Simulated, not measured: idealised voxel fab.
process module | voxel spacer lines
cross-section cut | 190 nm wide | cells 5 nm
A cross-section is a grid of square cells, given in bands from the top down. A band is one or more rows of cells.
Each band's line starts with the height of the band's top and of its bottom, in nm. Then come its materials from left to right, each with its width in nm. One material with "throughout" fills the band from edge to edge. "air" is empty space.
Height 0 is the level under which the wafer as received is all one material. The lowest band goes on downwards, as in "0 down".
A width such as "30 to 40" changes by the same amount from each row of cells to the next, from the band's top row to its bottom row.
"no change" after a step means that no cell of the cross-section changed.
closed voids: empty space of 8 cells or more with no open way to the top, each as width x height at its distance from the left edge, in nm
after a step's settings: what the simulator itself notes on the step
overlay nm, on a step with a mask: how far to the right of its planned place the mask lay; to the left if negative
plan
1 op RECEIVE | material Si
2 op CONFORMAL_DEP | material Al2O3 | thk nm 5
3 op DIRECTIONAL_DEP | material TiN | thk nm 15
4 op DIRECTIONAL_DEP | material aC | thk nm 20
5 op PATTERN | tone cover | mask id MANDREL | material resist | width nm 15 | pitch nm 50 | thk nm 30 | overlay nm 0
6 op DIRECTIONAL_ETCH | etch materials aC | depth nm 20
7 op STRIP | etch materials resist
8 op CONFORMAL_DEP | material SiN | thk nm 10
9 op DIRECTIONAL_ETCH | etch materials SiN | depth nm 10
10 op STRIP | etch materials aC
11 op DIRECTIONAL_ETCH | etch materials TiN | depth nm 15
12 op STRIP | etch materials SiN
as received, after step 1
  0 down: Si throughout
  closed voids: none
a wafer at the end: this start, this plan, one mistake
  15 to 0: air 50 | TiN 10 | air 15 | TiN 10 | air 15 | TiN 10 | air 15 | TiN 10 | air 55
  0 down: Si throughout
  closed voids: none
what went wrong: step 2 was left out
